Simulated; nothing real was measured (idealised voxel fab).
process module | voxel self aligned contacts
cross-section cut | 210 nm wide | cells 5 nm
A cross-section is a grid of square cells, given in bands from the top down. A band is one or more rows of cells.
Each band's line starts with the height of the band's top and of its bottom, in nm. Then come its materials from left to right, each with its width in nm. One material with "throughout" fills the band from edge to edge. "air" is empty space.
Height 0 is the level under which the wafer as received is all one material. The lowest band goes on downwards, as in "0 down".
A width such as "30 to 40" changes by the same amount from each row of cells to the next, from the band's top row to its bottom row.
"no change" after a step means that no cell of the cross-section changed.
closed voids: empty space of 8 cells or more with no open way to the top, each as width x height at its distance from the left edge, in nm
after a step's settings: what the simulator itself notes on the step
overlay nm, on a step with a mask: how far to the right of its planned place the mask lay; to the left if negative
plan
1 op RECEIVE | material Si
2 op OXIDIZE | depth nm 5
3 op DIRECTIONAL_DEP | material polySi | thk nm 30
4 op DIRECTIONAL_DEP | material SiN | thk nm 20
5 op MASKED_ETCH | tone cover | mask id GATE | width nm 25 | pitch nm 60 | etch materials SiN | depth nm 20 | overlay nm 0
6 op MASKED_ETCH | tone cover | mask id GATE | width nm 25 | pitch nm 60 | etch materials polySi | depth nm 30 | overlay nm 0
7 op CONFORMAL_DEP | material SiN | thk nm 10
8 op DIRECTIONAL_ETCH | etch materials SiN | depth nm 10
9 op FILL_DEP | material SiO2 | thk nm 15
10 op CMP | height nm 60
11 op MASKED_ETCH | tone open | mask id CONTACT | width nm 45 | etch materials SiO2 | depth nm 65 | overlay nm 0
12 op CONFORMAL_DEP | material TiN | thk nm 5
13 op FILL_DEP | material W | thk nm 10
14 op CMP | height nm 60
15 op CONFORMAL_DEP | material SiN | thk nm 5
first wafer, as planned
as received, after step 1
  0 down: Si throughout
  closed voids: none
after step 2
  0 to -5: SiO2 throughout
  below -5: unchanged
after step 3
  30 to 0: polySi throughout
  below 0: unchanged
after step 4
  50 to 30: SiN throughout
  below 30: unchanged
after step 5
  50 to 30: air 60 | SiN 25 | air 35 | SiN 25 | air 65
  below 30: unchanged
after step 6
  50 to 30: air 60 | SiN 25 | air 35 | SiN 25 | air 65
  30 to 0: air 60 | polySi 25 | air 35 | polySi 25 | air 65
  below 0: unchanged
after step 7
  60 to 30: air 50 | SiN 45 | air 15 | SiN 45 | air 55
  30 to 10: air 50 | SiN 10 | polySi 25 | SiN 10 | air 15 | SiN 10 | polySi 25 | SiN 10 | air 55
  10 to 0: SiN 60 | polySi 25 | SiN 35 | polySi 25 | SiN 65
  below 0: unchanged
after step 8
  50 to 30: air 50 | SiN 45 | air 15 | SiN 45 | air 55
  30 to 0: air 50 | SiN 10 | polySi 25 | SiN 10 | air 15 | SiN 10 | polySi 25 | SiN 10 | air 55
  below 0: unchanged
after step 9
  65 to 50: SiO2 throughout
  50 to 30: SiO2 50 | SiN 45 | SiO2 15 | SiN 45 | SiO2 55
  30 to 0: SiO2 50 | SiN 10 | polySi 25 | SiN 10 | SiO2 15 | SiN 10 | polySi 25 | SiN 10 | SiO2 55
  below 0: unchanged
after step 10
  60 to 50: SiO2 throughout
  below 50: unchanged
after step 11
  60 to 50: SiO2 80 | air 45 | SiO2 85
  50 to 30: SiO2 50 | SiN 45 | air 15 | SiN 45 | SiO2 55
  30 to 0: SiO2 50 | SiN 10 | polySi 25 | SiN 10 | air 15 | SiN 10 | polySi 25 | SiN 10 | SiO2 55
  0 to -5: SiO2 95 | air 15 | SiO2 100
  below -5: unchanged
after step 12
  65 to 60: TiN 85 | air 35 | TiN 90
  60 to 50: SiO2 80 | TiN 5 to 20 | air 35 to 5 | TiN 5 to 20 | SiO2 85
  50 to 30: SiO2 50 | SiN 45 | TiN 5 | air 5 | TiN 5 | SiN 45 | SiO2 55
  30 to 0: SiO2 50 | SiN 10 | polySi 25 | SiN 10 | TiN 5 | air 5 | TiN 5 | SiN 10 | polySi 25 | SiN 10 | SiO2 55
  0 to -5: SiO2 95 | TiN 15 | SiO2 100
  below -5: unchanged
after step 13
  75 to 65: W throughout
  65 to 60: TiN 85 | W 35 | TiN 90
  60 to 50: SiO2 80 | TiN 5 to 20 | W 35 to 5 | TiN 5 to 20 | SiO2 85
  50 to 30: SiO2 50 | SiN 45 | TiN 5 | W 5 | TiN 5 | SiN 45 | SiO2 55
  30 to 0: SiO2 50 | SiN 10 | polySi 25 | SiN 10 | TiN 5 | W 5 | TiN 5 | SiN 10 | polySi 25 | SiN 10 | SiO2 55
  below 0: unchanged
after step 14
  60 to 50: SiO2 80 | TiN 5 to 20 | W 35 to 5 | TiN 5 to 20 | SiO2 85
  below 50: unchanged
after step 15
  65 to 60: SiN throughout
  below 60: unchanged
second wafer: like start, like plan, one mistake. Through step 2 it matches the first wafer
when step 3 should have ended
  60 to 0: polySi throughout
  below 0: unchanged
when step 4 should have ended
  80 to 60: SiN throughout
  below 60: unchanged
when step 5 should have ended
  80 to 60: air 60 | SiN 25 | air 35 | SiN 25 | air 65
  below 60: unchanged
when step 6 should have ended
  80 to 60: air 60 | SiN 25 | air 35 | SiN 25 | air 65
  60 to 30: air 60 | polySi 25 | air 35 | polySi 25 | air 65
  below 30: unchanged
when step 7 should have ended
  90 to 60: air 50 | SiN 45 | air 15 | SiN 45 | air 55
  60 to 40: air 50 | SiN 10 | polySi 25 | SiN 10 | air 15 | SiN 10 | polySi 25 | SiN 10 | air 55
  40 to 30: SiN 60 | polySi 25 | SiN 35 | polySi 25 | SiN 65
  below 30: unchanged
when step 8 should have ended
  80 to 60: air 50 | SiN 45 | air 15 | SiN 45 | air 55
  60 to 30: air 50 | SiN 10 | polySi 25 | SiN 10 | air 15 | SiN 10 | polySi 25 | SiN 10 | air 55
  below 30: unchanged
when step 9 should have ended
  95 to 80: SiO2 throughout
  80 to 60: SiO2 50 | SiN 45 | SiO2 15 | SiN 45 | SiO2 55
  60 to 30: SiO2 50 | SiN 10 | polySi 25 | SiN 10 | SiO2 15 | SiN 10 | polySi 25 | SiN 10 | SiO2 55
  below 30: unchanged
when step 10 should have ended
  60 to 30: SiO2 50 | SiN 10 | polySi 25 | SiN 10 | SiO2 15 | SiN 10 | polySi 25 | SiN 10 | SiO2 55
  below 30: unchanged
when step 11 should have ended
  60 to 30: SiO2 50 | SiN 10 | polySi 25 | SiN 10 | air 15 | SiN 10 | polySi 25 | SiN 10 | SiO2 55
  below 30: unchanged
when step 12 should have ended
  65 to 60: TiN 100 | air 5 | TiN 105
  60 to 35: SiO2 50 | SiN 10 | polySi 25 | SiN 10 | TiN 5 | air 5 | TiN 5 | SiN 10 | polySi 25 | SiN 10 | SiO2 55
  35 to 30: SiO2 50 | SiN 10 | polySi 25 | SiN 10 | TiN 15 | SiN 10 | polySi 25 | SiN 10 | SiO2 55
  below 30: unchanged
when step 13 should have ended
  75 to 65: W throughout
  65 to 60: TiN 100 | W 5 | TiN 105
  60 to 35: SiO2 50 | SiN 10 | polySi 25 | SiN 10 | TiN 5 | W 5 | TiN 5 | SiN 10 | polySi 25 | SiN 10 | SiO2 55
  below 35: unchanged
when step 14 should have ended
  60 to 35: SiO2 50 | SiN 10 | polySi 25 | SiN 10 | TiN 5 | W 5 | TiN 5 | SiN 10 | polySi 25 | SiN 10 | SiO2 55
  below 35: unchanged
when step 15 should have ended
  65 to 60: SiN throughout
  below 60: unchanged
what went wrong: step 3 was run twice
at the end the second wafer has, in cells: 72 fewer of SiN | 147 fewer of SiO2 | 20 fewer of TiN | 13 fewer of W | 252 more of polySi
